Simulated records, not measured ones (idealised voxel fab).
process module | voxel lift off
cross-section cut | 195 nm wide | cells 5 nm
A cross-section is a grid of square cells, given in bands from the top down. A band is one or more rows of cells.
Each band's line starts with the height of the band's top and of its bottom, in nm. Then come its materials from left to right, each with its width in nm. One material with "throughout" fills the band from edge to edge. "air" is empty space.
Height 0 is the level under which the wafer as received is all one material. The lowest band goes on downwards, as in "0 down".
A width such as "30 to 40" changes by the same amount from each row of cells to the next, from the band's top row to its bottom row.
"no change" after a step means that no cell of the cross-section changed.
closed voids: empty space of 8 cells or more with no open way to the top, each as width x height at its distance from the left edge, in nm
after a step's settings: what the simulator itself notes on the step
overlay nm, on a step with a mask: how far to the right of its planned place the mask lay; to the left if negative
plan
1 op RECEIVE | material Si
2 op CONFORMAL_DEP | material SiO2 | thk nm 10
3 op PATTERN | tone open | mask id LINES | material resist | width nm 20 | pitch nm 40 | thk nm 25 | overlay nm 0
4 op DIRECTIONAL_DEP | material Ru | thk nm 15
5 op STRIP | etch materials resist
6 op CONFORMAL_DEP | material SiO2 | thk nm 10
as received, after step 1
  0 down: Si throughout
  closed voids: none
first wafer at the end, as planned
  35 to 25: air 55 | SiO2 80 | air 60
  25 to 20: air 55 | SiO2 10 | Ru 20 | SiO2 20 | Ru 20 | SiO2 10 | air 60
  20 to 10: SiO2 65 | Ru 20 | SiO2 20 | Ru 20 | SiO2 70
  10 to 0: SiO2 throughout
  0 down: Si throughout
  closed voids: none
second wafer at the end: like start, like plan, one mistake
  35 to 25: SiO2 throughout
  25 to 10: Ru 65 | SiO2 20 | Ru 20 | SiO2 20 | Ru 70
  10 to 0: SiO2 throughout
  0 down: Si throughout
  closed voids: none
what went wrong: step 3 ran as: op PATTERN | tone cover | mask id LINES | material resist | width nm 20 | pitch nm 40 | thk nm 25 | overlay nm 0
at the end the second wafer has, in cells: 69 more of Ru
